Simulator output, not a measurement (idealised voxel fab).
process module | voxel double patterning
cross-section cut | 260 nm wide | cells 5 nm
A cross-section is a grid of square cells, given in bands from the top down. A band is one or more rows of cells.
Each band's line starts with the height of the band's top and of its bottom, in nm. Then come its materials from left to right, each with its width in nm. One material with "throughout" fills the band from edge to edge. "air" is empty space.
Height 0 is the level under which the wafer as received is all one material. The lowest band goes on downwards, as in "0 down".
A width such as "30 to 40" changes by the same amount from each row of cells to the next, from the band's top row to its bottom row.
"no change" after a step means that no cell of the cross-section changed.
closed voids: empty space of 8 cells or more with no open way to the top, each as width x height at its distance from the left edge, in nm
after a step's settings: what the simulator itself notes on the step
overlay nm, on a step with a mask: how far to the right of its planned place the mask lay; to the left if negative
plan
1 op RECEIVE | material Si
2 op CONFORMAL_DEP | material SiO2 | thk nm 5
3 op DIRECTIONAL_DEP | material polySi | thk nm 20
4 op DIRECTIONAL_DEP | material SiN | thk nm 5
5 op PATTERN | tone open | mask id FIRST | material resist | width nm 15 | pitch nm 50 | thk nm 20 | overlay nm 0
6 op DIRECTIONAL_ETCH | etch materials SiN | depth nm 5
7 op STRIP | etch materials resist
8 op MASKED_ETCH | tone open | mask id SECOND | width nm 15 | pitch nm 50 | etch materials SiN | depth nm 5 | overlay nm 0
9 op DIRECTIONAL_ETCH | etch materials polySi | depth nm 20
10 op STRIP | etch materials SiN
as received, after step 1
  0 down: Si throughout
  closed voids: none
a wafer at the end: this start, this plan, one mistake
  25 to 5: air 70 | polySi 15 | air 35 | polySi 15 | air 35 | polySi 15 | air 75
  5 to 0: SiO2 throughout
  0 down: Si throughout
  closed voids: none
what went wrong: step 5 ran as: op PATTERN | tone cover | mask id FIRST | material resist | width nm 15 | pitch nm 50 | thk nm 20 | overlay nm 0
